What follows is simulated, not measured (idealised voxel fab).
Process module in this document: voxel capacitor over wiring
Square cell edge 5 nm, section width 190 nm, ID cut.
A cross-section in this document is a grid of square cells, and it is written down as bands, the top band listed before the ones below it; a band is made up of one or more rows of cells.
Look at the band entry: it leads with the top's height and the bottom's height in nm. Then it lists the materials left to right, with a width in nm for each. The word "full width" on a single material says that material fills the band edge to edge. The word "air" is empty space.
Height is counted from the level 0, under which the received wafer is composed throughout of one material. The lowest of the bands is not closed at the bottom but continues downward, in the notation "0 -> down".
Width spec "30 to 40" -> top row of cells at first value, bottom row at second value, equal per-row change in between.
Where a step carries "nothing different", the cross-section came out of it unchanged, cell for cell.
Under "Closed voids list" you'll find the enclosed gaps, the ones with no way out to the top, that are 8 cells or bigger; each reads width x height at distance, with distance counted from the left edge, everything in nm.
Note: text after step settings on the step line = simulator remark on that step.
Steps that use a mask can have "overlay nm" on their line. It says how far the mask sat to the right of where it was meant to be. Negative means to the left.
Note: before/after cross-section pairs follow, one process step per pair, after-side truncated at the lowest changed band, step and settings given beneath. Different runs of this module on the same starting wafer may supply the pairs; a pair continues the one above only where the "State before step" entry says so.

STATE BEFORE STEP
> 30 -> 0  SiO2 full width
> 0 -> down  Si full width
> Closed voids list: none

CUT VIEW, POST-STEP
> 35 -> 30  TiN full width
> Below 30 it's all the same as before, nothing changed down there.
> Closed voids list: none
Q: step between the cross-sections above? A: DIRECTIONAL_DEP: material TiN, thk nm 5

State before step: The prior state of this step coincides with the post-step cross-section of the pair just above.

CUT VIEW, POST-STEP
> 55 -> 35  Ru full width
> Below 35 it's all the same as before, nothing changed down there.
> Closed voids list: none
Q: step between the cross-sections above? A: DIRECTIONAL_DEP: material Ru, thk nm 20

State before step: The prior state of this step coincides with the post-step cross-section of the pair just above.

CUT VIEW, POST-STEP
> 75 -> 55  air (35); resist (25); air (70); resist (25); air (35)
> Below 55 it's all the same as before, nothing changed down there.
> Closed voids list: none
Q: step between the cross-sections above? A: PATTERN: tone cover, mask id METAL_1, material resist, width nm 25, pitch nm 95, thk nm 20, overlay nm 0

State before step: The prior state of this step coincides with the post-step cross-section of the pair just above.

CUT VIEW, POST-STEP
> 75 -> 55  air (35); resist (25); air (70); resist (25); air (35)
> 55 -> 35  air (35); Ru (25); air (70); Ru (25); air (35)
> Below 35 it's all the same as before, nothing changed down there.
> Closed voids list: none
Q: step between the cross-sections above? A: DIRECTIONAL_ETCH: etch materials Ru, depth nm 20

State before step: The prior state of this step coincides with the post-step cross-section of the pair just above.

CUT VIEW, POST-STEP
> 75 -> 55  air (35); resist (25); air (70); resist (25); air (35)
> 55 -> 35  air (35); Ru (25); air (70); Ru (25); air (35)
> 35 -> 30  air (35); TiN (25); air (70); TiN (25); air (35)
> Below 30 it's all the same as before, nothing changed down there.
> Closed voids list: none
Q: step between the cross-sections above? A: DIRECTIONAL_ETCH: etch materials TiN, depth nm 5

State before step: The prior state of this step coincides with the post-step cross-section of the pair just above.

CUT VIEW, POST-STEP
> 55 -> 35  air (35); Ru (25); air (70); Ru (25); air (35)
> Below 35 it's all the same as before, nothing changed down there.
> Closed voids list: none
Q: step between the cross-sections above? A: STRIP: etch materials resist

State before step: The prior state of this step coincides with the post-step cross-section of the pair just above.

CUT VIEW, POST-STEP
> 60 -> 55  air (30); SiN (35); air (60); SiN (35); air (30)
> 55 -> 35  air (30); SiN (5); Ru (25); SiN (5); air (60); SiN (5); Ru (25); SiN (5); air (30)
> 35 -> 30  SiN (35); TiN (25); SiN (70); TiN (25); SiN (35)
> Below 30 it's all the same as before, nothing changed down there.
> Closed voids list: none
Q: step between the cross-sections above? A: CONFORMAL_DEP: material SiN, thk nm 5

State before step: The prior state of this step coincides with the post-step cross-section of the pair just above.

CUT VIEW, POST-STEP
> 65 -> 60  SiO2 full width
> 60 -> 55  SiO2 (30); SiN (35); SiO2 (60); SiN (35); SiO2 (30)
> 55 -> 35  SiO2 (30); SiN (5); Ru (25); SiN (5); SiO2 (60); SiN (5); Ru (25); SiN (5); SiO2 (30)
> Below 35 it's all the same as before, nothing changed down there.
> Closed voids list: none
Q: step between the cross-sections above? A: FILL_DEP: material SiO2, thk nm 5

State before step: The prior state of this step coincides with the post-step cross-section of the pair just above.

CUT VIEW, POST-STEP
> 40 -> 35  SiO2 (30); SiN (5); Ru (25); SiN (5); SiO2 (60); SiN (5); Ru (25); SiN (5); SiO2 (30)
> Below 35 it's all the same as before, nothing changed down there.
> Closed voids list: none
Q: step between the cross-sections above? A: CMP: height nm 40

State before step: The prior state of this step coincides with the post-step cross-section of the pair just above.

CUT VIEW, POST-STEP
> 45 -> 40  SiCN full width
> Below 40 it's all the same as before, nothing changed down there.
> Closed voids list: none
Q: step between the cross-sections above? A: CONFORMAL_DEP: material SiCN, thk nm 5

State before step: The prior state of this step coincides with the post-step cross-section of the pair just above.

CUT VIEW, POST-STEP
> 60 -> 45  SiO2 full width
> Below 45 it's all the same as before, nothing changed down there.
> Closed voids list: none
Q: step between the cross-sections above? A: DIRECTIONAL_DEP: material SiO2, thk nm 15

State before step: The prior state of this step coincides with the post-step cross-section of the pair just above.

CUT VIEW, POST-STEP
> 75 -> 60  aC full width
> Below 60 it's all the same as before, nothing changed down there.
> Closed voids list: none
Q: step between the cross-sections above? A: DIRECTIONAL_DEP: material aC, thk nm 15

State before step: The prior state of this step coincides with the post-step cross-section of the pair just above.

CUT VIEW, POST-STEP
> 105 -> 75  resist (45); air (15); resist (130)
> Below 75 it's all the same as before, nothing changed down there.
> Closed voids list: none
Q: step between the cross-sections above? A: PATTERN: tone open, mask id PLUG_1, material resist, width nm 15, thk nm 30, overlay nm 0

State before step: The prior state of this step coincides with the post-step cross-section of the pair just above.

CUT VIEW, POST-STEP
> 90 -> 75  resist (45); air (15); resist (130)
> 75 -> 60  aC (45); air (15); aC (130)
> Below 60 it's all the same as before, nothing changed down there.
> Closed voids list: none
Q: step between the cross-sections above? A: DIRECTIONAL_ETCH: etch materials aC, depth nm 15

State before step: The prior state of this step coincides with the post-step cross-section of the pair just above.

CUT VIEW, POST-STEP
> 75 -> 60  aC (45); air (15); aC (130)
> Below 60 it's all the same as before, nothing changed down there.
> Closed voids list: none
Q: step between the cross-sections above? A: STRIP: etch materials resist

State before step: The prior state of this step coincides with the post-step cross-section of the pair just above.

CUT VIEW, POST-STEP
> 75 -> 60  aC (45); air (15); aC (130)
> 60 -> 45  SiO2 (45); air (15); SiO2 (130)
> Below 45 it's all the same as before, nothing changed down there.
> Closed voids list: none
Q: step between the cross-sections above? A: DIRECTIONAL_ETCH: etch materials SiO2, depth nm 15

State before step: The prior state of this step coincides with the post-step cross-section of the pair just above.

CUT VIEW, POST-STEP
> 75 -> 60  aC (45); air (15); aC (130)
> 60 -> 45  SiO2 (45); air (15); SiO2 (130)
> 45 -> 40  SiCN (45); air (15); SiCN (130)
> Below 40 it's all the same as before, nothing changed down there.
> Closed voids list: none
Q: step between the cross-sections above? A: DIRECTIONAL_ETCH: etch materials SiCN, depth nm 5

State before step: The prior state of this step coincides with the post-step cross-section of the pair just above.

CUT VIEW, POST-STEP
> 60 -> 45  SiO2 (45); air (15); SiO2 (130)
> Below 45 it's all the same as before, nothing changed down there.
> Closed voids list: none
Q: step between the cross-sections above? A: STRIP: etch materials aC

State before step: The prior state of this step coincides with the post-step cross-section of the pair just above.

CUT VIEW, POST-STEP
> 65 -> 60  TiN (50); air (5); TiN (135)
> 60 -> 45  SiO2 (45); TiN (5); air (5); TiN (5); SiO2 (130)
> 45 -> 40  SiCN (45); TiN (15); SiCN (130)
> Below 40 it's all the same as before, nothing changed down there.
> Closed voids list: none
Q: step between the cross-sections above? A: CONFORMAL_DEP: material TiN, thk nm 5

State before step: The prior state of this step coincides with the post-step cross-section of the pair just above.

CUT VIEW, POST-STEP
> 70 -> 65  W full width
> 65 -> 60  TiN (50); W (5); TiN (135)
> 60 -> 45  SiO2 (45); TiN (5); W (5); TiN (5); SiO2 (130)
> Below 45 it's all the same as before, nothing changed down there.
> Closed voids list: none
Q: step between the cross-sections above? A: FILL_DEP: material W, thk nm 5

State before step: The prior state of this step coincides with the post-step cross-section of the pair just above.

CUT VIEW, POST-STEP
> 60 -> 45  SiO2 (45); TiN (5); W (5); TiN (5); SiO2 (130)
> Below 45 it's all the same as before, nothing changed down there.
> Closed voids list: none
Q: step between the cross-sections above? A: CMP: height nm 60

State before step: The prior state of this step coincides with the post-step cross-section of the pair just above.

CUT VIEW, POST-STEP
> 70 -> 60  TiN full width
> Below 60 it's all the same as before, nothing changed down there.
> Closed voids list: none
Q: step between the cross-sections above? A: DIRECTIONAL_DEP: material TiN, thk nm 10

State before step: The prior state of this step coincides with the post-step cross-section of the pair just above.

CUT VIEW, POST-STEP
> 75 -> 70  HfO2 full width
> Below 70 it's all the same as before, nothing changed down there.
> Closed voids list: none
Q: step between the cross-sections above? A: DIRECTIONAL_DEP: material HfO2, thk nm 5

State before step: The prior state of this step coincides with the post-step cross-section of the pair just above.

CUT VIEW, POST-STEP
> 85 -> 75  TiN full width
> Below 75 it's all the same as before, nothing changed down there.
> Closed voids list: none
Q: step between the cross-sections above? A: DIRECTIONAL_DEP: material TiN, thk nm 10

State before step: The prior state of this step coincides with the post-step cross-section of the pair just above.

CUT VIEW, POST-STEP
> 100 -> 85  air (45); resist (75); air (70)
> Below 85 it's all the same as before, nothing changed down there.
> Closed voids list: none
Q: step between the cross-sections above? A: PATTERN: tone cover, mask id UPPER_PLATE, material resist, width nm 75, thk nm 15, overlay nm 0

State before step: The prior state of this step coincides with the post-step cross-section of the pair just above.

CUT VIEW, POST-STEP
> 100 -> 85  air (45); resist (75); air (70)
> 85 -> 75  air (45); TiN (75); air (70)
> Below 75 it's all the same as before, nothing changed down there.
> Closed voids list: none
Q: step between the cross-sections above? A: DIRECTIONAL_ETCH: etch materials TiN, depth nm 10

State before step: The prior state of this step coincides with the post-step cross-section of the pair just above.

CUT VIEW, POST-STEP
> 100 -> 85  air (45); resist (75); air (70)
> 85 -> 75  air (45); TiN (75); air (70)
> 75 -> 70  air (45); HfO2 (75); air (70)
> Below 70 it's all the same as before, nothing changed down there.
> Closed voids list: none
Q: step between the cross-sections above? A: DIRECTIONAL_ETCH: etch materials HfO2, depth nm 5

State before step: The prior state of this step coincides with the post-step cross-section of the pair just above.

CUT VIEW, POST-STEP
> 85 -> 75  air (45); TiN (75); air (70)
> Below 75 it's all the same as before, nothing changed down there.
> Closed voids list: none
Q: step between the cross-sections above? A: STRIP: etch materials resist

State before step: The prior state of this step coincides with the post-step cross-section of the pair just above.

CUT VIEW, POST-STEP
> 100 -> 85  air (40); resist (85); air (65)
> 85 -> 75  air (40); resist (5); TiN (75); resist (5); air (65)
> 75 -> 70  air (40); resist (5); HfO2 (75); resist (5); air (65)
> Below 70 it's all the same as before, nothing changed down there.
> Closed voids list: none
Q: step between the cross-sections above? A: PATTERN: tone cover, mask id LOWER_PLATE, material resist, width nm 85, thk nm 15, overlay nm 0

State before step: The prior state of this step coincides with the post-step cross-section of the pair just above.

CUT VIEW, POST-STEP
> 100 -> 85  air (40); resist (85); air (65)
> 85 -> 75  air (40); resist (5); TiN (75); resist (5); air (65)
> 75 -> 70  air (40); resist (5); HfO2 (75); resist (5); air (65)
> 70 -> 60  air (40); TiN (85); air (65)
> Below 60 it's all the same as before, nothing changed down there.
> Closed voids list: none
Q: step between the cross-sections above? A: DIRECTIONAL_ETCH: etch materials TiN, depth nm 10

State before step: The prior state of this step coincides with the post-step cross-section of the pair just above.

CUT VIEW, POST-STEP
> 85 -> 75  air (45); TiN (75); air (70)
> 75 -> 70  air (45); HfO2 (75); air (70)
> Below 70 it's all the same as before, nothing changed down there.
> Closed voids list: none
Q: step between the cross-sections above? A: STRIP: etch materials resist

State before step: The prior state of this step coincides with the post-step cross-section of the pair just above.

CUT VIEW, POST-STEP
> 105 -> 85  SiO2 full width
> 85 -> 75  SiO2 (45); TiN (75); SiO2 (70)
> 75 -> 70  SiO2 (45); HfO2 (75); SiO2 (70)
> 70 -> 60  SiO2 (40); TiN (85); SiO2 (65)
> Below 60 it's all the same as before, nothing changed down there.
> Closed voids list: none
Q: step between the cross-sections above? A: FILL_DEP: material SiO2, thk nm 20

State before step: The prior state of this step coincides with the post-step cross-section of the pair just above.

CUT VIEW, POST-STEP
> 100 -> 85  SiO2 full width
> Below 85 it's all the same as before, nothing changed down there.
> Closed voids list: none
Q: step between the cross-sections above? A: CMP: height nm 100

State before step: The prior state of this step coincides with the post-step cross-section of the pair just above.

CUT VIEW, POST-STEP
> 115 -> 100  aC full width
> Below 100 it's all the same as before, nothing changed down there.
> Closed voids list: none
Q: step between the cross-sections above? A: DIRECTIONAL_DEP: material aC, thk nm 15

State before step: The prior state of this step coincides with the post-step cross-section of the pair just above.

CUT VIEW, POST-STEP
> 145 -> 115  resist (55); air (15); resist (120)
> Below 115 it's all the same as before, nothing changed down there.
> Closed voids list: none
Q: step between the cross-sections above? A: PATTERN: tone open, mask id PLUG_2, material resist, width nm 15, thk nm 30, overlay nm 0

State before step: The prior state of this step coincides with the post-step cross-section of the pair just above.

CUT VIEW, POST-STEP
> 130 -> 115  resist (55); air (15); resist (120)
> 115 -> 100  aC (55); air (15); aC (120)
> Below 100 it's all the same as before, nothing changed down there.
> Closed voids list: none
Q: step between the cross-sections above? A: DIRECTIONAL_ETCH: etch materials aC, depth nm 15

State before step: The prior state of this step coincides with the post-step cross-section of the pair just above.

CUT VIEW, POST-STEP
> 115 -> 100  aC (55); air (15); aC (120)
> Below 100 it's all the same as before, nothing changed down there.
> Closed voids list: none
Q: step between the cross-sections above? A: STRIP: etch materials resist

State before step: The prior state of this step coincides with the post-step cross-section of the pair just above.

CUT VIEW, POST-STEP
> 115 -> 100  aC (55); air (15); aC (120)
> 100 -> 85  SiO2 (55); air (15); SiO2 (120)
> Below 85 it's all the same as before, nothing changed down there.
> Closed voids list: none
Q: step between the cross-sections above? A: DIRECTIONAL_ETCH: etch materials SiO2, depth nm 15

State before step: The prior state of this step coincides with the post-step cross-section of the pair just above.

CUT VIEW, POST-STEP
> 100 -> 85  SiO2 (55); air (15); SiO2 (120)
> Below 85 it's all the same as before, nothing changed down there.
> Closed voids list: none
Q: step between the cross-sections above? A: STRIP: etch materials aC

State before step: The prior state of this step coincides with the post-step cross-section of the pair just above.

CUT VIEW, POST-STEP
> 105 -> 100  TiN (60); air (5); TiN (125)
> 100 -> 90  SiO2 (55); TiN (5); air (5); TiN (5); SiO2 (120)
> 90 -> 85  SiO2 (55); TiN (15); SiO2 (120)
> Below 85 it's all the same as before, nothing changed down there.
> Closed voids list: none
Q: step between the cross-sections above? A: CONFORMAL_DEP: material TiN, thk nm 5

State before step: The prior state of this step coincides with the post-step cross-section of the pair just above.

CUT VIEW, POST-STEP
> 115 -> 105  Cu full width
> 105 -> 100  TiN (60); Cu (5); TiN (125)
> 100 -> 90  SiO2 (55); TiN (5); Cu (5); TiN (5); SiO2 (120)
> Below 90 it's all the same as before, nothing changed down there.
> Closed voids list: none
Q: step between the cross-sections above? A: FILL_DEP: material Cu, thk nm 10

State before step: The prior state of this step coincides with the post-step cross-section of the pair just above.

CUT VIEW, POST-STEP
> 100 -> 90  SiO2 (55); TiN (5); Cu (5); TiN (5); SiO2 (120)
> Below 90 it's all the same as before, nothing changed down there.
> Closed voids list: none
Q: step between the cross-sections above? A: CMP: height nm 100

State before step: The prior state of this step coincides with the post-step cross-section of the pair just above.

CUT VIEW, POST-STEP
> 105 -> 100  SiCN full width
> Below 100 it's all the same as before, nothing changed down there.
> Closed voids list: none
Q: step between the cross-sections above? A: CONFORMAL_DEP: material SiCN, thk nm 5

STATE BEFORE STEP
> 60 -> 45  SiO2 (45); TiN (5); W (5); TiN (5); SiO2 (130)
> 45 -> 40  SiCN (45); TiN (15); SiCN (130)
> 40 -> 20  SiO2 (30); SiN (5); Ru (25); SiN (5); SiO2 (60); SiN (5); Ru (25); SiN (5); SiO2 (30)
> 20 -> 15  SiN (35); TiN (25); SiN (70); TiN (25); SiN (35)
> 15 -> 0  SiO2 full width
> 0 -> down  Si full width
> Closed voids list: none

CUT VIEW, POST-STEP
> 65 -> 60  HfO2 full width
> Below 60 it's all the same as before, nothing changed down there.
> Closed voids list: none
Q: step between the cross-sections above? A: DIRECTIONAL_DEP: material HfO2, thk nm 5

State before step: The prior state of this step coincides with the post-step cross-section of the pair just above.

CUT VIEW, POST-STEP
> 75 -> 65  TiN full width
> Below 65 it's all the same as before, nothing changed down there.
> Closed voids list: none
Q: step between the cross-sections above? A: DIRECTIONAL_DEP: material TiN, thk nm 10

State before step: The prior state of this step coincides with the post-step cross-section of the pair just above.

CUT VIEW, POST-STEP
> 85 -> 65  TiN full width
> Below 65 it's all the same as before, nothing changed down there.
> Closed voids list: none
Q: step between the cross-sections above? A: DIRECTIONAL_DEP: material TiN, thk nm 10

State before step: The prior state of this step coincides with the post-step cross-section of the pair just above.

CUT VIEW, POST-STEP
> 100 -> 85  air (45); resist (75); air (70)
> Below 85 it's all the same as before, nothing changed down there.
> Closed voids list: none
Q: step between the cross-sections above? A: PATTERN: tone cover, mask id UPPER_PLATE, material resist, width nm 75, thk nm 15, overlay nm 0

State before step: The prior state of this step coincides with the post-step cross-section of the pair just above.

CUT VIEW, POST-STEP
> 100 -> 85  air (45); resist (75); air (70)
> 85 -> 75  air (45); TiN (75); air (70)
> Below 75 it's all the same as before, nothing changed down there.
> Closed voids list: none
Q: step between the cross-sections above? A: DIRECTIONAL_ETCH: etch materials TiN, depth nm 10

State before step: The prior state of this step coincides with the post-step cross-section of the pair just above.

CUT VIEW, POST-STEP
> 85 -> 75  air (45); TiN (75); air (70)
> Below 75 it's all the same as before, nothing changed down there.
> Closed voids list: none
Q: step between the cross-sections above? A: STRIP: etch materials resist

State before step: The prior state of this step coincides with the post-step cross-section of the pair just above.

CUT VIEW, POST-STEP
> 100 -> 85  air (40); resist (85); air (65)
> 85 -> 75  air (40); resist (5); TiN (75); resist (5); air (65)
> Below 75 it's all the same as before, nothing changed down there.
> Closed voids list: none
Q: step between the cross-sections above? A: PATTERN: tone cover, mask id LOWER_PLATE, material resist, width nm 85, thk nm 15, overlay nm 0

State before step: The prior state of this step coincides with the post-step cross-section of the pair just above.

CUT VIEW, POST-STEP
> 100 -> 85  air (40); resist (85); air (65)
> 85 -> 75  air (40); resist (5); TiN (75); resist (5); air (65)
> 75 -> 65  air (40); TiN (85); air (65)
> Below 65 it's all the same as before, nothing changed down there.
> Closed voids list: none
Q: step between the cross-sections above? A: DIRECTIONAL_ETCH: etch materials TiN, depth nm 10

State before step: The prior state of this step coincides with the post-step cross-section of the pair just above.

CUT VIEW, POST-STEP
> 85 -> 75  air (45); TiN (75); air (70)
> Below 75 it's all the same as before, nothing changed down there.
> Closed voids list: none
Q: step between the cross-sections above? A: STRIP: etch materials resist

State before step: The prior state of this step coincides with the post-step cross-section of the pair just above.

CUT VIEW, POST-STEP
> 105 -> 85  SiO2 full width
> 85 -> 75  SiO2 (45); TiN (75); SiO2 (70)
> 75 -> 65  SiO2 (40); TiN (85); SiO2 (65)
> Below 65 it's all the same as before, nothing changed down there.
> Closed voids list: none
Q: step between the cross-sections above? A: FILL_DEP: material SiO2, thk nm 20

State before step: The prior state of this step coincides with the post-step cross-section of the pair just above.

CUT VIEW, POST-STEP
> 100 -> 85  SiO2 full width
> Below 85 it's all the same as before, nothing changed down there.
> Closed voids list: none
Q: step between the cross-sections above? A: CMP: height nm 100

State before step: The prior state of this step coincides with the post-step cross-section of the pair just above.

CUT VIEW, POST-STEP
> 115 -> 100  aC full width
> Below 100 it's all the same as before, nothing changed down there.
> Closed voids list: none
Q: step between the cross-sections above? A: DIRECTIONAL_DEP: material aC, thk nm 15

State before step: The prior state of this step coincides with the post-step cross-section of the pair just above.

CUT VIEW, POST-STEP
> 145 -> 115  resist (55); air (15); resist (120)
> Below 115 it's all the same as before, nothing changed down there.
> Closed voids list: none
Q: step between the cross-sections above? A: PATTERN: tone open, mask id PLUG_2, material resist, width nm 15, thk nm 30, overlay nm 0

State before step: The prior state of this step coincides with the post-step cross-section of the pair just above.

CUT VIEW, POST-STEP
> 130 -> 115  resist (55); air (15); resist (120)
> 115 -> 100  aC (55); air (15); aC (120)
> Below 100 it's all the same as before, nothing changed down there.
> Closed voids list: none
Q: step between the cross-sections above? A: DIRECTIONAL_ETCH: etch materials aC, depth nm 15

State before step: The prior state of this step coincides with the post-step cross-section of the pair just above.

CUT VIEW, POST-STEP
> 115 -> 100  aC (55); air (15); aC (120)
> Below 100 it's all the same as before, nothing changed down there.
> Closed voids list: none
Q: step between the cross-sections above? A: STRIP: etch materials resist

State before step: The prior state of this step coincides with the post-step cross-section of the pair just above.

CUT VIEW, POST-STEP
> 115 -> 100  aC (55); air (15); aC (120)
> 100 -> 85  SiO2 (55); air (15); SiO2 (120)
> Below 85 it's all the same as before, nothing changed down there.
> Closed voids list: none
Q: step between the cross-sections above? A: DIRECTIONAL_ETCH: etch materials SiO2, depth nm 15

State before step: The prior state of this step coincides with the post-step cross-section of the pair just above.

CUT VIEW, POST-STEP
> 100 -> 85  SiO2 (55); air (15); SiO2 (120)
> Below 85 it's all the same as before, nothing changed down there.
> Closed voids list: none
Q: step between the cross-sections above? A: STRIP: etch materials aC

State before step: The prior state of this step coincides with the post-step cross-section of the pair just above.

CUT VIEW, POST-STEP
> 105 -> 100  TiN (60); air (5); TiN (125)
> 100 -> 90  SiO2 (55); TiN (5); air (5); TiN (5); SiO2 (120)
> 90 -> 85  SiO2 (55); TiN (15); SiO2 (120)
> Below 85 it's all the same as before, nothing changed down there.
> Closed voids list: none
Q: step between the cross-sections above? A: CONFORMAL_DEP: material TiN, thk nm 5

State before step: The prior state of this step coincides with the post-step cross-section of the pair just above.

CUT VIEW, POST-STEP
> 115 -> 105  Cu full width
> 105 -> 100  TiN (60); Cu (5); TiN (125)
> 100 -> 90  SiO2 (55); TiN (5); Cu (5); TiN (5); SiO2 (120)
> Below 90 it's all the same as before, nothing changed down there.
> Closed voids list: none
Q: step between the cross-sections above? A: FILL_DEP: material Cu, thk nm 10

State before step: The prior state of this step coincides with the post-step cross-section of the pair just above.

CUT VIEW, POST-STEP
> 100 -> 90  SiO2 (55); TiN (5); Cu (5); TiN (5); SiO2 (120)
> Below 90 it's all the same as before, nothing changed down there.
> Closed voids list: none
Q: step between the cross-sections above? A: CMP: height nm 100

State before step: The prior state of this step coincides with the post-step cross-section of the pair just above.

CUT VIEW, POST-STEP
> 105 -> 100  SiCN full width
> Below 100 it's all the same as before, nothing changed down there.
> Closed voids list: none
Q: step between the cross-sections above? A: CONFORMAL_DEP: material SiCN, thk nm 5

STATE BEFORE STEP
> 0 -> down  Si full width
> Closed voids list: none

CUT VIEW, POST-STEP
> 5 -> 0  SiO2 full width
> Below 0 it's all the same as before, nothing changed down there.
> Closed voids list: none
Q: step between the cross-sections above? A: CONFORMAL_DEP: material SiO2, thk nm 5

State before step: The prior state of this step coincides with the post-step cross-section of the pair just above.

CUT VIEW, POST-STEP
> 10 -> 5  TiN full width
> Below 5 it's all the same as before, nothing changed down there.
> Closed voids list: none
Q: step between the cross-sections above? A: DIRECTIONAL_DEP: material TiN, thk nm 5

State before step: The prior state of this step coincides with the post-step cross-section of the pair just above.

CUT VIEW, POST-STEP
> 30 -> 10  Ru full width
> Below 10 it's all the same as before, nothing changed down there.
> Closed voids list: none
Q: step between the cross-sections above? A: DIRECTIONAL_DEP: material Ru, thk nm 20

State before step: The prior state of this step coincides with the post-step cross-section of the pair just above.

CUT VIEW, POST-STEP
> 50 -> 30  air (35); resist (25); air (70); resist (25); air (35)
> Below 30 it's all the same as before, nothing changed down there.
> Closed voids list: none
Q: step between the cross-sections above? A: PATTERN: tone cover, mask id METAL_1, material resist, width nm 25, pitch nm 95, thk nm 20, overlay nm 0

State before step: The prior state of this step coincides with the post-step cross-section of the pair just above.

CUT VIEW, POST-STEP
> 50 -> 30  air (35); resist (25); air (70); resist (25); air (35)
> 30 -> 10  air (35); Ru (25); air (70); Ru (25); air (35)
> Below 10 it's all the same as before, nothing changed down there.
> Closed voids list: none
Q: step between the cross-sections above? A: DIRECTIONAL_ETCH: etch materials Ru, depth nm 20

State before step: The prior state of this step coincides with the post-step cross-section of the pair just above.

CUT VIEW, POST-STEP
> 50 -> 30  air (35); resist (25); air (70); resist (25); air (35)
> 30 -> 10  air (35); Ru (25); air (70); Ru (25); air (35)
> 10 -> 5  air (35); TiN (25); air (70); TiN (25); air (35)
> Below 5 it's all the same as before, nothing changed down there.
> Closed voids list: none
Q: step between the cross-sections above? A: DIRECTIONAL_ETCH: etch materials TiN, depth nm 5

State before step: The prior state of this step coincides with the post-step cross-section of the pair just above.

CUT VIEW, POST-STEP
> 30 -> 10  air (35); Ru (25); air (70); Ru (25); air (35)
> Below 10 it's all the same as before, nothing changed down there.
> Closed voids list: none
Q: step between the cross-sections above? A: STRIP: etch materials resist

State before step: The prior state of this step coincides with the post-step cross-section of the pair just above.

CUT VIEW, POST-STEP
> 35 -> 30  air (30); SiN (35); air (60); SiN (35); air (30)
> 30 -> 10  air (30); SiN (5); Ru (25); SiN (5); air (60); SiN (5); Ru (25); SiN (5); air (30)
> 10 -> 5  SiN (35); TiN (25); SiN (70); TiN (25); SiN (35)
> Below 5 it's all the same as before, nothing changed down there.
> Closed voids list: none
Q: step between the cross-sections above? A: CONFORMAL_DEP: material SiN, thk nm 5

State before step: The prior state of this step coincides with the post-step cross-section of the pair just above.

CUT VIEW, POST-STEP
> 40 -> 35  SiO2 full width
> 35 -> 30  SiO2 (30); SiN (35); SiO2 (60); SiN (35); SiO2 (30)
> 30 -> 10  SiO2 (30); SiN (5); Ru (25); SiN (5); SiO2 (60); SiN (5); Ru (25); SiN (5); SiO2 (30)
> Below 10 it's all the same as before, nothing changed down there.
> Closed voids list: none
Q: step between the cross-sections above? A: FILL_DEP: material SiO2, thk nm 5

State before step: The prior state of this step coincides with the post-step cross-section of the pair just above.

CUT VIEW, POST-STEP
> 45 -> 40  SiCN full width
> Below 40 it's all the same as before, nothing changed down there.
> Closed voids list: none
Q: step between the cross-sections above? A: CONFORMAL_DEP: material SiCN, thk nm 5

State before step: The prior state of this step coincides with the post-step cross-section of the pair just above.

CUT VIEW, POST-STEP
> 60 -> 45  SiO2 full width
> Below 45 it's all the same as before, nothing changed down there.
> Closed voids list: none
Q: step between the cross-sections above? A: DIRECTIONAL_DEP: material SiO2, thk nm 15

State before step: The prior state of this step coincides with the post-step cross-section of the pair just above.

CUT VIEW, POST-STEP
> 75 -> 60  aC full width
> Below 60 it's all the same as before, nothing changed down there.
> Closed voids list: none
Q: step between the cross-sections above? A: DIRECTIONAL_DEP: material aC, thk nm 15

State before step: The prior state of this step coincides with the post-step cross-section of the pair just above.

CUT VIEW, POST-STEP
> 105 -> 75  resist (45); air (15); resist (130)
> Below 75 it's all the same as before, nothing changed down there.
> Closed voids list: none
Q: step between the cross-sections above? A: PATTERN: tone open, mask id PLUG_1, material resist, width nm 15, thk nm 30, overlay nm 0

State before step: The prior state of this step coincides with the post-step cross-section of the pair just above.

CUT VIEW, POST-STEP
> 90 -> 75  resist (45); air (15); resist (130)
> 75 -> 60  aC (45); air (15); aC (130)
> Below 60 it's all the same as before, nothing changed down there.
> Closed voids list: none
Q: step between the cross-sections above? A: DIRECTIONAL_ETCH: etch materials aC, depth nm 15

State before step: The prior state of this step coincides with the post-step cross-section of the pair just above.

CUT VIEW, POST-STEP
> 75 -> 60  aC (45); air (15); aC (130)
> Below 60 it's all the same as before, nothing changed down there.
> Closed voids list: none
Q: step between the cross-sections above? A: STRIP: etch materials resist

State before step: The prior state of this step coincides with the post-step cross-section of the pair just above.

CUT VIEW, POST-STEP
> 75 -> 60  aC (45); air (15); aC (130)
> 60 -> 45  SiO2 (45); air (15); SiO2 (130)
> Below 45 it's all the same as before, nothing changed down there.
> Closed voids list: none
Q: step between the cross-sections above? A: DIRECTIONAL_ETCH: etch materials SiO2, depth nm 15

State before step: The prior state of this step coincides with the post-step cross-section of the pair just above.

CUT VIEW, POST-STEP
> 75 -> 60  aC (45); air (15); aC (130)
> 60 -> 45  SiO2 (45); air (15); SiO2 (130)
> 45 -> 40  SiCN (45); air (15); SiCN (130)
> Below 40 it's all the same as before, nothing changed down there.
> Closed voids list: none
Q: step between the cross-sections above? A: DIRECTIONAL_ETCH: etch materials SiCN, depth nm 5

State before step: The prior state of this step coincides with the post-step cross-section of the pair just above.

CUT VIEW, POST-STEP
> 60 -> 45  SiO2 (45); air (15); SiO2 (130)
> Below 45 it's all the same as before, nothing changed down there.
> Closed voids list: none
Q: step between the cross-sections above? A: STRIP: etch materials aC

State before step: The prior state of this step coincides with the post-step cross-section of the pair just above.

CUT VIEW, POST-STEP
> 65 -> 60  TiN (50); air (5); TiN (135)
> 60 -> 45  SiO2 (45); TiN (5); air (5); TiN (5); SiO2 (130)
> 45 -> 40  SiCN (45); TiN (15); SiCN (130)
> Below 40 it's all the same as before, nothing changed down there.
> Closed voids list: none
Q: step between the cross-sections above? A: CONFORMAL_DEP: material TiN, thk nm 5

State before step: The prior state of this step coincides with the post-step cross-section of the pair just above.

CUT VIEW, POST-STEP
> 70 -> 65  W full width
> 65 -> 60  TiN (50); W (5); TiN (135)
> 60 -> 45  SiO2 (45); TiN (5); W (5); TiN (5); SiO2 (130)
> Below 45 it's all the same as before, nothing changed down there.
> Closed voids list: none
Q: step between the cross-sections above? A: FILL_DEP: material W, thk nm 5

State before step: The prior state of this step coincides with the post-step cross-section of the pair just above.

CUT VIEW, POST-STEP
> 60 -> 45  SiO2 (45); TiN (5); W (5); TiN (5); SiO2 (130)
> Below 45 it's all the same as before, nothing changed down there.
> Closed voids list: none
Q: step between the cross-sections above? A: CMP: height nm 60

State before step: The prior state of this step coincides with the post-step cross-section of the pair just above.

CUT VIEW, POST-STEP
> 70 -> 60  TiN full width
> Below 60 it's all the same as before, nothing changed down there.
> Closed voids list: none
Q: step between the cross-sections above? A: DIRECTIONAL_DEP: material TiN, thk nm 10
